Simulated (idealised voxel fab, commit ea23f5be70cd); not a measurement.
The process module presented herein is designated voxel self aligned vias.
It is cross-section cut that appears here, measuring 195 nm in width, its square cells being 5 nm in size.
Think of the cross-section as a grid of square cells. We describe it in bands, top to bottom, and each band covers one or more rows of those cells. Quick guide to a band line: top height, bottom height (nm) up front; then every material left to right with its width in nm. Only one material and it's marked "throughout"? Then it fills the band edge to edge. And "air" just means empty space. Heads up on the height convention: 0 is the point under which the incoming wafer is all one material, and the lowest band has no bottom, it just keeps going down, like "0 -> down". Think of "30->40" as a width that walks from the first number to the second as you go down the band, top row to bottom row, taking equal-sized steps from row to row. It should be understood that the words "no modification", when stated for a given step, signify that the cross-section underwent no change in any of its cells during that step. Voids not open to the top, 8 cells minimum: see "Closed void register". Written width x height at distance; distance is from the left edge; nm. On each step's line, the part that comes after the settings is the simulator's own comment on the step. overlay nm: how far to the right of its planned place the mask lay on this masked step (negative: to the left).
-- Intended process steps
1: RECEIVE (material Si)
2: CONFORMAL_DEP (material SiO2; thk nm 10)
3: CONFORMAL_DEP (material SiCN; thk nm 5)
4: DIRECTIONAL_DEP (material SiO2; thk nm 30)
5: MASKED_ETCH (tone open; mask id LINES; width nm 20; pitch nm 60; etch materials SiO2; depth nm 30; overlay nm 0)
6: CONFORMAL_DEP (material TiN; thk nm 5)
7: FILL_DEP (material Ru; thk nm 10)
8: CMP (height nm 45)
9: SELECTIVE_ETCH (etch materials W Ru TiN; depth nm 5)
10: FILL_DEP (material SiN; thk nm 5)
11: CMP (height nm 45)
12: DIRECTIONAL_DEP (material SiO2; thk nm 20)
13: DIRECTIONAL_DEP (material aC; thk nm 10)
14: PATTERN (tone open; mask id VIAS; material resist; width nm 40; pitch nm 60; thk nm 30; overlay nm 0)
15: DIRECTIONAL_ETCH (etch materials aC; depth nm 10)
16: STRIP (etch materials resist)
17: DIRECTIONAL_ETCH (etch materials SiO2; depth nm 20)
18: DIRECTIONAL_ETCH (etch materials SiN; depth nm 5)
19: STRIP (etch materials aC)
20: CONFORMAL_DEP (material TiN; thk nm 5)
21: FILL_DEP (material W; thk nm 10)
22: CMP (height nm 65)
23: CONFORMAL_DEP (material SiCN; thk nm 5)
-- First wafer out of two, processed as planned
-- Step 1 complete: cross-section of the wafer as received
0 -> down  Si throughout
Closed void register: none
-- Sectional view: wafer, after step 2
10 -> 0  SiO2 throughout
No changes below 0.
-- Sectional view: wafer, after step 3
15 -> 10  SiCN throughout
No changes below 10.
-- Sectional view: wafer, after step 4
45 -> 15  SiO2 throughout
No changes below 15.
-- Sectional view: wafer, after step 5
45 -> 15  SiO2 55, then air 20, then SiO2 40, then air 20, then SiO2 60
No changes below 15.
-- Sectional view: wafer, after step 6
50 -> 45  TiN 60, then air 10, then TiN 50, then air 10, then TiN 65
45 -> 20  SiO2 55, then TiN 5, then air 10, then TiN 5, then SiO2 40, then TiN 5, then air 10, then TiN 5, then SiO2 60
20 -> 15  SiO2 55, then TiN 20, then SiO2 40, then TiN 20, then SiO2 60
No changes below 15.
-- Sectional view: wafer, after step 7
60 -> 50  Ru throughout
50 -> 45  TiN 60, then Ru 10, then TiN 50, then Ru 10, then TiN 65
45 -> 20  SiO2 55, then TiN 5, then Ru 10, then TiN 5, then SiO2 40, then TiN 5, then Ru 10, then TiN 5, then SiO2 60
No changes below 20.
-- Sectional view: wafer, after step 8
45 -> 20  SiO2 55, then TiN 5, then Ru 10, then TiN 5, then SiO2 40, then TiN 5, then Ru 10, then TiN 5, then SiO2 60
No changes below 20.
-- Sectional view: wafer, after step 9
45 -> 40  SiO2 55, then air 20, then SiO2 40, then air 20, then SiO2 60
No changes below 40.
-- Sectional view: wafer, after step 10
50 -> 45  SiN throughout
45 -> 40  SiO2 55, then SiN 20, then SiO2 40, then SiN 20, then SiO2 60
No changes below 40.
-- Sectional view: wafer, after step 11
45 -> 40  SiO2 55, then SiN 20, then SiO2 40, then SiN 20, then SiO2 60
No changes below 40.
-- Sectional view: wafer, after step 12
65 -> 45  SiO2 throughout
No changes below 45.
-- Sectional view: wafer, after step 13
75 -> 65  aC throughout
No changes below 65.
-- Sectional view: wafer, after step 14
105 -> 75  resist 45, then air 40, then resist 20, then air 40, then resist 50
No changes below 75.
-- Sectional view: wafer, after step 15
95 -> 75  resist 45, then air 40, then resist 20, then air 40, then resist 50
75 -> 65  aC 45, then air 40, then aC 20, then air 40, then aC 50
No changes below 65.
-- Sectional view: wafer, after step 16
75 -> 65  aC 45, then air 40, then aC 20, then air 40, then aC 50
No changes below 65.
-- Sectional view: wafer, after step 17
75 -> 65  aC 45, then air 40, then aC 20, then air 40, then aC 50
65 -> 45  SiO2 45, then air 40, then SiO2 20, then air 40, then SiO2 50
No changes below 45.
-- Sectional view: wafer, after step 18
75 -> 65  aC 45, then air 40, then aC 20, then air 40, then aC 50
65 -> 45  SiO2 45, then air 40, then SiO2 20, then air 40, then SiO2 50
45 -> 40  SiO2 55, then air 20, then SiO2 40, then air 20, then SiO2 60
No changes below 40.
-- Sectional view: wafer, after step 19
65 -> 45  SiO2 45, then air 40, then SiO2 20, then air 40, then SiO2 50
No changes below 45.
-- Sectional view: wafer, after step 20
70 -> 65  TiN 50, then air 30, then TiN 30, then air 30, then TiN 55
65 -> 50  SiO2 45, then TiN 5, then air 30, then TiN 5, then SiO2 20, then TiN 5, then air 30, then TiN 5, then SiO2 50
50 -> 45  SiO2 45, then TiN 15, then air 10, then TiN 15, then SiO2 20, then TiN 15, then air 10, then TiN 15, then SiO2 50
45 -> 40  SiO2 55, then TiN 20, then SiO2 40, then TiN 20, then SiO2 60
No changes below 40.
-- Sectional view: wafer, after step 21
80 -> 70  W throughout
70 -> 65  TiN 50, then W 30, then TiN 30, then W 30, then TiN 55
65 -> 50  SiO2 45, then TiN 5, then W 30, then TiN 5, then SiO2 20, then TiN 5, then W 30, then TiN 5, then SiO2 50
50 -> 45  SiO2 45, then TiN 15, then W 10, then TiN 15, then SiO2 20, then TiN 15, then W 10, then TiN 15, then SiO2 50
No changes below 45.
-- Sectional view: wafer, after step 22
65 -> 50  SiO2 45, then TiN 5, then W 30, then TiN 5, then SiO2 20, then TiN 5, then W 30, then TiN 5, then SiO2 50
No changes below 50.
-- Sectional view: wafer, after step 23
70 -> 65  SiCN throughout
No changes below 65.
-- The Second Wafer: Common Origin and Plan, One Mistake in Execution, Identical to the First Through Step 2
-- Look at the second wafer in cross-section at the time step 3 ought to have finished
25 -> 10  SiCN throughout
No changes below 10.
-- Look at the second wafer in cross-section at the time step 4 ought to have finished
55 -> 25  SiO2 throughout
No changes below 25.
-- Look at the second wafer in cross-section at the time step 5 ought to have finished
55 -> 25  SiO2 55, then air 20, then SiO2 40, then air 20, then SiO2 60
No changes below 25.
-- Look at the second wafer in cross-section at the time step 6 ought to have finished
60 -> 55  TiN 60, then air 10, then TiN 50, then air 10, then TiN 65
55 -> 30  SiO2 55, then TiN 5, then air 10, then TiN 5, then SiO2 40, then TiN 5, then air 10, then TiN 5, then SiO2 60
30 -> 25  SiO2 55, then TiN 20, then SiO2 40, then TiN 20, then SiO2 60
No changes below 25.
-- Look at the second wafer in cross-section at the time step 7 ought to have finished
70 -> 60  Ru throughout
60 -> 55  TiN 60, then Ru 10, then TiN 50, then Ru 10, then TiN 65
55 -> 30  SiO2 55, then TiN 5, then Ru 10, then TiN 5, then SiO2 40, then TiN 5, then Ru 10, then TiN 5, then SiO2 60
No changes below 30.
-- Look at the second wafer in cross-section at the time step 8 ought to have finished
45 -> 30  SiO2 55, then TiN 5, then Ru 10, then TiN 5, then SiO2 40, then TiN 5, then Ru 10, then TiN 5, then SiO2 60
No changes below 30.
-- Look at the second wafer in cross-section at the time step 9 ought to have finished
45 -> 40  SiO2 55, then air 20, then SiO2 40, then air 20, then SiO2 60
No changes below 40.
-- Look at the second wafer in cross-section at the time step 10 ought to have finished
50 -> 45  SiN throughout
45 -> 40  SiO2 55, then SiN 20, then SiO2 40, then SiN 20, then SiO2 60
No changes below 40.
-- Look at the second wafer in cross-section at the time step 11 ought to have finished
45 -> 40  SiO2 55, then SiN 20, then SiO2 40, then SiN 20, then SiO2 60
No changes below 40.
-- Look at the second wafer in cross-section at the time step 12 ought to have finished
65 -> 45  SiO2 throughout
No changes below 45.
-- Look at the second wafer in cross-section at the time step 13 ought to have finished
75 -> 65  aC throughout
No changes below 65.
-- Look at the second wafer in cross-section at the time step 14 ought to have finished
105 -> 75  resist 45, then air 40, then resist 20, then air 40, then resist 50
No changes below 75.
-- Look at the second wafer in cross-section at the time step 15 ought to have finished
95 -> 75  resist 45, then air 40, then resist 20, then air 40, then resist 50
75 -> 65  aC 45, then air 40, then aC 20, then air 40, then aC 50
No changes below 65.
-- Look at the second wafer in cross-section at the time step 16 ought to have finished
75 -> 65  aC 45, then air 40, then aC 20, then air 40, then aC 50
No changes below 65.
-- Look at the second wafer in cross-section at the time step 17 ought to have finished
75 -> 65  aC 45, then air 40, then aC 20, then air 40, then aC 50
65 -> 45  SiO2 45, then air 40, then SiO2 20, then air 40, then SiO2 50
No changes below 45.
-- Look at the second wafer in cross-section at the time step 18 ought to have finished
75 -> 65  aC 45, then air 40, then aC 20, then air 40, then aC 50
65 -> 45  SiO2 45, then air 40, then SiO2 20, then air 40, then SiO2 50
45 -> 40  SiO2 55, then air 20, then SiO2 40, then air 20, then SiO2 60
No changes below 40.
-- Look at the second wafer in cross-section at the time step 19 ought to have finished
65 -> 45  SiO2 45, then air 40, then SiO2 20, then air 40, then SiO2 50
No changes below 45.
-- Look at the second wafer in cross-section at the time step 20 ought to have finished
70 -> 65  TiN 50, then air 30, then TiN 30, then air 30, then TiN 55
65 -> 50  SiO2 45, then TiN 5, then air 30, then TiN 5, then SiO2 20, then TiN 5, then air 30, then TiN 5, then SiO2 50
50 -> 45  SiO2 45, then TiN 15, then air 10, then TiN 15, then SiO2 20, then TiN 15, then air 10, then TiN 15, then SiO2 50
45 -> 40  SiO2 55, then TiN 20, then SiO2 40, then TiN 20, then SiO2 60
No changes below 40.
-- Look at the second wafer in cross-section at the time step 21 ought to have finished
80 -> 70  W throughout
70 -> 65  TiN 50, then W 30, then TiN 30, then W 30, then TiN 55
65 -> 50  SiO2 45, then TiN 5, then W 30, then TiN 5, then SiO2 20, then TiN 5, then W 30, then TiN 5, then SiO2 50
50 -> 45  SiO2 45, then TiN 15, then W 10, then TiN 15, then SiO2 20, then TiN 15, then W 10, then TiN 15, then SiO2 50
No changes below 45.
-- Look at the second wafer in cross-section at the time step 22 ought to have finished
65 -> 50  SiO2 45, then TiN 5, then W 30, then TiN 5, then SiO2 20, then TiN 5, then W 30, then TiN 5, then SiO2 50
No changes below 50.
-- Look at the second wafer in cross-section at the time step 23 ought to have finished
70 -> 65  SiCN throughout
No changes below 65.
Misprocessing identified: off-plan run, step 3, actual operation and settings CONFORMAL_DEP (material SiCN; thk nm 15)
Final wafer comparison in cells, second versus first, more or fewer per material: 8 fewer of Ru; 78 more of SiCN; 62 fewer of SiO2; 8 fewer of TiN
